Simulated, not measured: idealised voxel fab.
Proc. module: voxel gate over fins
Section shown: cut. Width: 155 nm. Cell size: 5 nm, square.
Bands, listed from the top down, are how a cross-section gets written in this document; the cross-section itself is a grid of square cells, and a band is one or more rows of them. For a band, the entry starts with two heights in nm, that of the top and then that of the bottom, and carries on with the band's materials in order from left to right, each alongside its width in nm; the word "full width" beside a single material means it fills the band edge to edge, and "air" means empty space. Heads up on the height convention: 0 is the point under which the incoming wafer is all one material, and the lowest band has no bottom, it just keeps going down, like "0 nm and below". Note: "30->40" means the width goes from the first number (top row of the band) to the second number (bottom row) in equal steps per row of cells. Step note "all unchanged" = no cross-section cell changed. This entry, "Fully closed voids", enumerates those empty regions of no fewer than 8 cells that possess no open connection to the top. Each region is reported in the form width x height at distance, the distance being taken from the left edge, with all three quantities expressed in nm. On a step's line, text after the settings is the simulator commenting on that step. overlay nm, on a step with a mask: how far to the right of its planned place the mask lay; to the left if negative.

Listed below are the process steps as planned
1. RECEIVE, material Si
2. CONFORMAL_DEP, material SiN, thk nm 10
3. MASKED_ETCH, tone cover, mask id FINS, width nm 15, pitch nm 40, etch materials SiN, depth nm 10, overlay nm 0
4. MASKED_ETCH, tone cover, mask id FINS, width nm 15, pitch nm 40, etch materials Si, depth nm 40, overlay nm 0
5. OXIDIZE, depth nm 5
6. FILL_DEP, material SiO2, thk nm 10
7. CMP, height nm 10
8. SELECTIVE_ETCH, etch materials SiO2, depth nm 25
9. STRIP, etch materials SiN
10. CONFORMAL_DEP, material HfO2, thk nm 5
11. CONFORMAL_DEP, material TiN, thk nm 5
12. CONFORMAL_DEP, material TiAl, thk nm 5
13. CONFORMAL_DEP, material TiN, thk nm 5
14. FILL_DEP, material W, thk nm 10
15. CMP, height nm 25
16. CONFORMAL_DEP, material SiCN, thk nm 5

Run as planned: first of two wafers

Cross-sectional view of the wafer in its as-received condition, corresponding to the state after step 1
- 0 nm and below = Si full width
- Fully closed voids: none

After step 2: wafer cross-section
- 10 nm to 0 nm = SiN full width
- Nothing below the height 0 has changed.

After step 3: wafer cross-section
- 10 nm to 0 nm = air 50; SiN 15; air 25; SiN 15; air 50
- Nothing below the height 0 has changed.

After step 4: wafer cross-section
- 10 nm to 0 nm = air 50; SiN 15; air 25; SiN 15; air 50
- 0 nm to -40 nm = air 50; Si 15; air 25; Si 15; air 50
- Nothing below the height -40 has changed.

After step 5: wafer cross-section
- 10 nm to 0 nm = air 50; SiN 15; air 25; SiN 15; air 50
- 0 nm to -40 nm = air 50; SiO2 5; Si 5; SiO2 5; air 25; SiO2 5; Si 5; SiO2 5; air 50
- -40 nm to -45 nm = SiO2 55; Si 5; SiO2 35; Si 5; SiO2 55
- Nothing below the height -45 has changed.

After step 6: wafer cross-section
- 20 nm to 10 nm = SiO2 full width
- 10 nm to 0 nm = SiO2 50; SiN 15; SiO2 25; SiN 15; SiO2 50
- 0 nm to -45 nm = SiO2 55; Si 5; SiO2 35; Si 5; SiO2 55
- Nothing below the height -45 has changed.

After step 7: wafer cross-section
- 10 nm to 0 nm = SiO2 50; SiN 15; SiO2 25; SiN 15; SiO2 50
- Nothing below the height 0 has changed.

After step 8: wafer cross-section
- 10 nm to 0 nm = air 50; SiN 15; air 25; SiN 15; air 50
- 0 nm to -15 nm = air 55; Si 5; air 35; Si 5; air 55
- Nothing below the height -15 has changed.

After step 9: wafer cross-section
- 0 nm to -15 nm = air 55; Si 5; air 35; Si 5; air 55
- Nothing below the height -15 has changed.

After step 10: wafer cross-section
- 5 nm to 0 nm = air 50; HfO2 15; air 25; HfO2 15; air 50
- 0 nm to -10 nm = air 50; HfO2 5; Si 5; HfO2 5; air 25; HfO2 5; Si 5; HfO2 5; air 50
- -10 nm to -15 nm = HfO2 55; Si 5; HfO2 35; Si 5; HfO2 55
- Nothing below the height -15 has changed.

After step 11: wafer cross-section
- 10 nm to 5 nm = air 45; TiN 25; air 15; TiN 25; air 45
- 5 nm to 0 nm = air 45; TiN 5; HfO2 15; TiN 5; air 15; TiN 5; HfO2 15; TiN 5; air 45
- 0 nm to -5 nm = air 45; TiN 5; HfO2 5; Si 5; HfO2 5; TiN 5; air 15; TiN 5; HfO2 5; Si 5; HfO2 5; TiN 5; air 45
- -5 nm to -10 nm = TiN 50; HfO2 5; Si 5; HfO2 5; TiN 25; HfO2 5; Si 5; HfO2 5; TiN 50
- Nothing below the height -10 has changed.

After step 12: wafer cross-section
- 15 nm to 10 nm = air 40; TiAl 35; air 5; TiAl 35; air 40
- 10 nm to 5 nm = air 40; TiAl 5; TiN 25; TiAl 5; air 5; TiAl 5; TiN 25; TiAl 5; air 40
- 5 nm to 0 nm = air 40; TiAl 5; TiN 5; HfO2 15; TiN 5; TiAl 5; air 5; TiAl 5; TiN 5; HfO2 15; TiN 5; TiAl 5; air 40
- 0 nm to -5 nm = TiAl 45; TiN 5; HfO2 5; Si 5; HfO2 5; TiN 5; TiAl 15; TiN 5; HfO2 5; Si 5; HfO2 5; TiN 5; TiAl 45
- Nothing below the height -5 has changed.

After step 13: wafer cross-section
- 20 nm to 15 nm = air 35; TiN 85; air 35
- 15 nm to 10 nm = air 35; TiN 5; TiAl 35; TiN 5; TiAl 35; TiN 5; air 35
- 10 nm to 5 nm = air 35; TiN 5; TiAl 5; TiN 25; TiAl 5; TiN 5; TiAl 5; TiN 25; TiAl 5; TiN 5; air 35
- 5 nm to 0 nm = TiN 40; TiAl 5; TiN 5; HfO2 15; TiN 5; TiAl 5; TiN 5; TiAl 5; TiN 5; HfO2 15; TiN 5; TiAl 5; TiN 40
- Nothing below the height 0 has changed.

After step 14: wafer cross-section
- 30 nm to 20 nm = W full width
- 20 nm to 15 nm = W 35; TiN 85; W 35
- 15 nm to 10 nm = W 35; TiN 5; TiAl 35; TiN 5; TiAl 35; TiN 5; W 35
- 10 nm to 5 nm = W 35; TiN 5; TiAl 5; TiN 25; TiAl 5; TiN 5; TiAl 5; TiN 25; TiAl 5; TiN 5; W 35
- Nothing below the height 5 has changed.

After step 15: wafer cross-section
- 25 nm to 20 nm = W full width
- Nothing below the height 20 has changed.

After step 16: wafer cross-section
- 30 nm to 25 nm = SiCN full width
- Nothing below the height 25 has changed.

Second wafer - shared start and plan with the first - one error in running - same as the first up to step 2 inclusive

Look at the second wafer in cross-section at the time step 3 ought to have finished
- 10 nm to 0 nm = air 60; SiN 15; air 25; SiN 15; air 40
- Nothing below the height 0 has changed.

Look at the second wafer in cross-section at the time step 4 ought to have finished
- 10 nm to 0 nm = air 60; SiN 15; air 25; SiN 15; air 40
- 0 nm to -40 nm = air 50; Si 25; air 15; Si 25; air 40
- Nothing below the height -40 has changed.

Look at the second wafer in cross-section at the time step 5 ought to have finished
- 10 nm to 0 nm = air 60; SiN 15; air 25; SiN 15; air 40
- 0 nm to -5 nm = air 50; SiO2 15; Si 5; SiO2 5; air 15; SiO2 15; Si 5; SiO2 5; air 40
- -5 nm to -40 nm = air 50; SiO2 5; Si 15; SiO2 5; air 15; SiO2 5; Si 15; SiO2 5; air 40
- -40 nm to -45 nm = SiO2 55; Si 15; SiO2 25; Si 15; SiO2 45
- Nothing below the height -45 has changed.

Look at the second wafer in cross-section at the time step 6 ought to have finished
- 20 nm to 10 nm = SiO2 full width
- 10 nm to 0 nm = SiO2 60; SiN 15; SiO2 25; SiN 15; SiO2 40
- 0 nm to -5 nm = SiO2 65; Si 5; SiO2 35; Si 5; SiO2 45
- -5 nm to -45 nm = SiO2 55; Si 15; SiO2 25; Si 15; SiO2 45
- Nothing below the height -45 has changed.

Look at the second wafer in cross-section at the time step 7 ought to have finished
- 10 nm to 0 nm = SiO2 60; SiN 15; SiO2 25; SiN 15; SiO2 40
- Nothing below the height 0 has changed.

Look at the second wafer in cross-section at the time step 8 ought to have finished
- 10 nm to 0 nm = air 60; SiN 15; air 25; SiN 15; air 40
- 0 nm to -5 nm = air 65; Si 5; air 35; Si 5; air 45
- -5 nm to -15 nm = air 55; Si 15; air 25; Si 15; air 45
- Nothing below the height -15 has changed.

Look at the second wafer in cross-section at the time step 9 ought to have finished
- 0 nm to -5 nm = air 65; Si 5; air 35; Si 5; air 45
- Nothing below the height -5 has changed.

Look at the second wafer in cross-section at the time step 10 ought to have finished
- 5 nm to 0 nm = air 60; HfO2 15; air 25; HfO2 15; air 40
- 0 nm to -10 nm = air 50; HfO2 15->5; Si 5->15; HfO2 5; air 15; HfO2 15->5; Si 5->15; HfO2 5; air 40
- -10 nm to -15 nm = HfO2 55; Si 15; HfO2 25; Si 15; HfO2 45
- Nothing below the height -15 has changed.

Look at the second wafer in cross-section at the time step 11 ought to have finished
- 10 nm to 5 nm = air 55; TiN 25; air 15; TiN 25; air 35
- 5 nm to 0 nm = air 45; TiN 15; HfO2 15; TiN 5; air 5; TiN 15; HfO2 15; TiN 5; air 35
- 0 nm to -5 nm = air 45; TiN 5; HfO2 15; Si 5; HfO2 5; TiN 5; air 5; TiN 5; HfO2 15; Si 5; HfO2 5; TiN 5; air 35
- -5 nm to -10 nm = TiN 50; HfO2 5; Si 15; HfO2 5; TiN 15; HfO2 5; Si 15; HfO2 5; TiN 40
- Nothing below the height -10 has changed.

Look at the second wafer in cross-section at the time step 12 ought to have finished
- 15 nm to 10 nm = air 50; TiAl 35; air 5; TiAl 35; air 30
- 10 nm to 5 nm = air 40; TiAl 15; TiN 25; TiAl 15; TiN 25; TiAl 5; air 30
- 5 nm to 0 nm = air 40; TiAl 5; TiN 15; HfO2 15; TiN 5; TiAl 5; TiN 15; HfO2 15; TiN 5; TiAl 5; air 30
- 0 nm to -5 nm = TiAl 45; TiN 5; HfO2 15; Si 5; HfO2 5; TiN 5; TiAl 5; TiN 5; HfO2 15; Si 5; HfO2 5; TiN 5; TiAl 35
- Nothing below the height -5 has changed.

Look at the second wafer in cross-section at the time step 13 ought to have finished
- 20 nm to 15 nm = air 45; TiN 85; air 25
- 15 nm to 10 nm = air 35; TiN 15; TiAl 35; TiN 5; TiAl 35; TiN 5; air 25
- 10 nm to 5 nm = air 35; TiN 5; TiAl 15; TiN 25; TiAl 15; TiN 25; TiAl 5; TiN 5; air 25
- 5 nm to 0 nm = TiN 40; TiAl 5; TiN 15; HfO2 15; TiN 5; TiAl 5; TiN 15; HfO2 15; TiN 5; TiAl 5; TiN 30
- Nothing below the height 0 has changed.

Look at the second wafer in cross-section at the time step 14 ought to have finished
- 30 nm to 20 nm = W full width
- 20 nm to 15 nm = W 45; TiN 85; W 25
- 15 nm to 10 nm = W 35; TiN 15; TiAl 35; TiN 5; TiAl 35; TiN 5; W 25
- 10 nm to 5 nm = W 35; TiN 5; TiAl 15; TiN 25; TiAl 15; TiN 25; TiAl 5; TiN 5; W 25
- Nothing below the height 5 has changed.

Look at the second wafer in cross-section at the time step 15 ought to have finished
- 25 nm to 20 nm = W full width
- Nothing below the height 20 has changed.

Look at the second wafer in cross-section at the time step 16 ought to have finished
- 30 nm to 25 nm = SiCN full width
- Nothing below the height 25 has changed.
Nonconformance to the process plan: step 3 ran with different settings than intended, the actual operation and settings being MASKED_ETCH, tone cover, mask id FINS, width nm 15, pitch nm 40, etch materials SiN, depth nm 10, overlay nm 10
End check, counted in cells, second wafer has more or fewer of these materials than the first: Si +32, SiO2 -24, TiAl -2, TiN -2, W -4
